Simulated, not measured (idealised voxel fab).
process module | voxel self aligned vias
cross-section cut | 185 nm wide | cells 5 nm
A cross-section is a grid of square cells, given in bands from the top down. A band is one or more rows of cells.
Each band's line starts with the height of the band's top and of its bottom, in nm. Then come its materials from left to right, each with its width in nm. One material with "throughout" fills the band from edge to edge. "air" is empty space.
Height 0 is the level under which the wafer as received is all one material. The lowest band goes on downwards, as in "0 down".
A width such as "30 to 40" changes by the same amount from each row of cells to the next, from the band's top row to its bottom row.
"no change" after a step means that no cell of the cross-section changed.
closed voids: empty space of 8 cells or more with no open way to the top, each as width x height at its distance from the left edge, in nm
after a step's settings: what the simulator itself notes on the step
overlay nm, on a step with a mask: how far to the right of its planned place the mask lay; to the left if negative
plan
1 op RECEIVE | material Si
2 op CONFORMAL_DEP | material SiO2 | thk nm 10
3 op CONFORMAL_DEP | material SiCN | thk nm 5
4 op DIRECTIONAL_DEP | material SiO2 | thk nm 30
5 op DIRECTIONAL_DEP | material aC | thk nm 10
6 op PATTERN | tone open | mask id LINES | material resist | width nm 20 | pitch nm 70 | thk nm 30 | overlay nm 0
7 op DIRECTIONAL_ETCH | etch materials aC | depth nm 10
8 op STRIP | etch materials resist
9 op DIRECTIONAL_ETCH | etch materials SiO2 | depth nm 30
10 op STRIP | etch materials aC
11 op CONFORMAL_DEP | material TiN | thk nm 5
12 op FILL_DEP | material W | thk nm 10
13 op CMP | height nm 45
14 op SELECTIVE_ETCH | etch materials W Ru TiN | depth nm 10
15 op FILL_DEP | material SiN | thk nm 10
16 op CMP | height nm 45
17 op DIRECTIONAL_DEP | material SiO2 | thk nm 20
18 op MASKED_ETCH | tone open | mask id VIAS | width nm 40 | pitch nm 70 | etch materials SiO2 | depth nm 20 | overlay nm 0
19 op MASKED_ETCH | tone open | mask id VIAS | width nm 40 | pitch nm 70 | etch materials SiN | depth nm 10 | overlay nm 0
20 op CONFORMAL_DEP | material TiN | thk nm 5
21 op FILL_DEP | material Cu | thk nm 10
22 op CMP | height nm 65
23 op CONFORMAL_DEP | material SiCN | thk nm 5
as received, after step 1
  0 down: Si throughout
  closed voids: none
a wafer at the end: this start, this plan, one mistake
  85 to 80: SiCN throughout
  80 to 70: Cu throughout
  70 to 65: TiN 40 | Cu 30 | TiN 40 | Cu 30 | TiN 45
  65 to 50: SiO2 35 | TiN 5 | Cu 30 | TiN 5 | SiO2 30 | TiN 5 | Cu 30 | TiN 5 | SiO2 40
  50 to 40: SiO2 35 to 45 | TiN 15 to 5 | Cu 10 | TiN 15 to 5 | SiO2 30 to 50 | TiN 15 to 5 | Cu 10 | TiN 15 to 5 | SiO2 40 to 50
  40 to 35: SiO2 45 | TiN 20 | SiO2 50 | TiN 20 | SiO2 50
  35 to 20: SiO2 45 | TiN 5 | W 10 | TiN 5 | SiO2 50 | TiN 5 | W 10 | TiN 5 | SiO2 50
  20 to 15: SiO2 45 | TiN 20 | SiO2 50 | TiN 20 | SiO2 50
  15 to 10: SiCN throughout
  10 to 0: SiO2 throughout
  0 down: Si throughout
  closed voids: none
what went wrong: step 22 was left out
